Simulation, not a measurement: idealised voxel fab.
process module | voxel trench capacitor
cross-section cut | 175 nm wide | cells 5 nm
A cross-section is a grid of square cells, given in bands from the top down. A band is one or more rows of cells.
Each band's line starts with the height of the band's top and of its bottom, in nm. Then come its materials from left to right, each with its width in nm. One material with "throughout" fills the band from edge to edge. "air" is empty space.
Height 0 is the level under which the wafer as received is all one material. The lowest band goes on downwards, as in "0 down".
A width such as "30 to 40" changes by the same amount from each row of cells to the next, from the band's top row to its bottom row.
"no change" after a step means that no cell of the cross-section changed.
closed voids: empty space of 8 cells or more with no open way to the top, each as width x height at its distance from the left edge, in nm
after a step's settings: what the simulator itself notes on the step
overlay nm, on a step with a mask: how far to the right of its planned place the mask lay; to the left if negative
plan
1 op RECEIVE | material Si
2 op CONFORMAL_DEP | material SiN | thk nm 10
3 op DIRECTIONAL_DEP | material aC | thk nm 15
4 op PATTERN | tone open | mask id TRENCH | material resist | width nm 25 | pitch nm 40 | thk nm 30 | overlay nm 0
5 op DIRECTIONAL_ETCH | etch materials aC | depth nm 15
6 op STRIP | etch materials resist
7 op DIRECTIONAL_ETCH | etch materials SiN | depth nm 10
8 op DIRECTIONAL_ETCH | etch materials Si | depth nm 35
9 op STRIP | etch materials aC
10 op CONFORMAL_DEP | material Al2O3 | thk nm 5
11 op CONFORMAL_DEP | material TiN | thk nm 5
12 op FILL_DEP | material W | thk nm 10
13 op CMP | height nm 10
as received, after step 1
  0 down: Si throughout
  closed voids: none
first wafer at the end, as planned
  10 to 0: SiN 35 | Al2O3 5 | TiN 5 | W 5 | TiN 5 | Al2O3 5 | SiN 15 | Al2O3 5 | TiN 5 | W 5 | TiN 5 | Al2O3 5 | SiN 15 | Al2O3 5 | TiN 5 | W 5 | TiN 5 | Al2O3 5 | SiN 35
  0 to -25: Si 35 | Al2O3 5 | TiN 5 | W 5 | TiN 5 | Al2O3 5 | Si 15 | Al2O3 5 | TiN 5 | W 5 | TiN 5 | Al2O3 5 | Si 15 | Al2O3 5 | TiN 5 | W 5 | TiN 5 | Al2O3 5 | Si 35
  -25 to -30: Si 35 | Al2O3 5 | TiN 15 | Al2O3 5 | Si 15 | Al2O3 5 | TiN 15 | Al2O3 5 | Si 15 | Al2O3 5 | TiN 15 | Al2O3 5 | Si 35
  -30 to -35: Si 35 | Al2O3 25 | Si 15 | Al2O3 25 | Si 15 | Al2O3 25 | Si 35
  -35 down: Si throughout
  closed voids: none
second wafer at the end: like start, like plan, one mistake
  10 to 0: SiN 40 | Al2O3 5 | TiN 5 | Al2O3 5 | SiN 25 | Al2O3 5 | TiN 5 | Al2O3 5 | SiN 25 | Al2O3 5 | TiN 5 | Al2O3 5 | SiN 40
  0 to -30: Si 40 | Al2O3 5 | TiN 5 | Al2O3 5 | Si 25 | Al2O3 5 | TiN 5 | Al2O3 5 | Si 25 | Al2O3 5 | TiN 5 | Al2O3 5 | Si 40
  -30 to -35: Si 40 | Al2O3 15 | Si 25 | Al2O3 15 | Si 25 | Al2O3 15 | Si 40
  -35 down: Si throughout
  closed voids: none
what went wrong: step 4 ran as: op PATTERN | tone open | mask id TRENCH | material resist | width nm 15 | pitch nm 40 | thk nm 30 | overlay nm 0
at the end the second wafer has, in cells: 6 fewer of Al2O3 | 42 more of Si | 12 more of SiN | 27 fewer of TiN | 21 fewer of W
